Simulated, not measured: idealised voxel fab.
This is a process module. Its name is voxel ribs on slabs.
The width of the displayed cross-section, cut, is 250 nm; its cells are square, with a size of 5 nm.
A cross-section is written here as square cells arranged in a grid, and it is given in bands from the top down, each band taking up one or more rows of cells.
This entry defines a band. It first specifies the height of the band's top and the height of its bottom in nm, and then specifies the band's materials from left to right, stating each material with its width in nm. The word "all across" identifies a single material that fills the band from edge to edge, while the word "air" identifies empty space.
It should be noted that heights are counted from 0, beneath which the wafer as supplied is of one material throughout, and that the lowest band possesses no lower boundary but continues downward, as written in "0 and below".
With a width like "30..40", each row of cells in the band differs from the next by the same amount, the top row carrying the first number and the bottom row the second.
Reading "all unchanged" for a step: not a cell of the cross-section changed in it.
Basically, "Internal closed voids" tells you about the enclosed voids: empty spaces with no open way to the top, 8 cells or bigger, each written width x height at distance, where distance is from the left edge, all in nm.
Read whatever lies past the settings on a step's line as the simulator's own remark about the step.
overlay nm: step with mask; distance mask lay right of planned place; negative value = left of planned place.

### Steps planned for the process
1. RECEIVE,material Si
2. DIRECTIONAL_DEP,material SiO2,thk nm 30
3. DIRECTIONAL_DEP,material SiN,thk nm 15
4. PATTERN,tone cover,mask id RIB,material resist,width nm 25,thk nm 15,overlay nm 0
5. DIRECTIONAL_ETCH,etch materials SiN,depth nm 5
6. STRIP,etch materials resist
7. MASKED_ETCH,tone cover,mask id SLAB,width nm 55,etch materials SiN,depth nm 10,overlay nm 0
8. FILL_DEP,material SiO2,thk nm 20
9. CMP,height nm 60
10. DIRECTIONAL_DEP,material W,thk nm 5
11. MASKED_ETCH,tone cover,mask id HEATER,width nm 35,etch materials W,depth nm 5,overlay nm 0
12. CONFORMAL_DEP,material SiN,thk nm 10

### Run as planned: first of two wafers

### as received, after step 1
- 0 and below = Si all across
- Internal closed voids: none

### The wafer, seen in cross-section, after step 2
- 30 down to 0 = SiO2 all across
- Unchanged below 0.

### The wafer, seen in cross-section, after step 3
- 45 down to 30 = SiN all across
- Unchanged below 30.

### The wafer, seen in cross-section, after step 4
- 60 down to 45 = 110 of air; 25 of resist; 115 of air
- Unchanged below 45.

### The wafer, seen in cross-section, after step 5
- 60 down to 45 = 110 of air; 25 of resist; 115 of air
- 45 down to 40 = 110 of air; 25 of SiN; 115 of air
- Unchanged below 40.

### The wafer, seen in cross-section, after step 6
- 45 down to 40 = 110 of air; 25 of SiN; 115 of air
- Unchanged below 40.

### The wafer, seen in cross-section, after step 7
- 45 down to 40 = 110 of air; 25 of SiN; 115 of air
- 40 down to 30 = 95 of air; 55 of SiN; 100 of air
- Unchanged below 30.

### The wafer, seen in cross-section, after step 8
- 65 down to 45 = SiO2 all across
- 45 down to 40 = 110 of SiO2; 25 of SiN; 115 of SiO2
- 40 down to 30 = 95 of SiO2; 55 of SiN; 100 of SiO2
- Unchanged below 30.

### The wafer, seen in cross-section, after step 9
- 60 down to 45 = SiO2 all across
- Unchanged below 45.

### The wafer, seen in cross-section, after step 10
- 65 down to 60 = W all across
- Unchanged below 60.

### The wafer, seen in cross-section, after step 11
- 65 down to 60 = 105 of air; 35 of W; 110 of air
- Unchanged below 60.

### The wafer, seen in cross-section, after step 12
- 75 down to 70 = 95 of air; 55 of SiN; 100 of air
- 70 down to 65 = SiN all across
- 65 down to 60 = 105 of SiN; 35 of W; 110 of SiN
- Unchanged below 60.

### Wafer two. Identical start, identical plan. One mistake in execution. Identical history through step 7

### Cross-section of the second wafer corresponding to the planned conclusion of step 8
- 65 down to 45 = W all across
- 45 down to 40 = 110 of W; 25 of SiN; 115 of W
- 40 down to 30 = 95 of W; 55 of SiN; 100 of W
- Unchanged below 30.

### Cross-section of the second wafer corresponding to the planned conclusion of step 9
- 60 down to 45 = W all across
- Unchanged below 45.

### Cross-section of the second wafer corresponding to the planned conclusion of step 10
- 65 down to 45 = W all across
- Unchanged below 45.

### Cross-section of the second wafer corresponding to the planned conclusion of step 11
- 65 down to 60 = 105 of air; 35 of W; 110 of air
- Unchanged below 60.

### Cross-section of the second wafer corresponding to the planned conclusion of step 12
- 75 down to 70 = 95 of air; 55 of SiN; 100 of air
- 70 down to 65 = SiN all across
- 65 down to 60 = 105 of SiN; 35 of W; 110 of SiN
- Unchanged below 60.
It is concluded that the wafer was processed incorrectly with respect to the plan, in that not per plan at step 8, really ran FILL_DEP,material W,thk nm 20
Bottom line after processing is that, in cells, the second wafer is up or down on some materials versus the first: 273 fewer of SiO2, 273 more of W
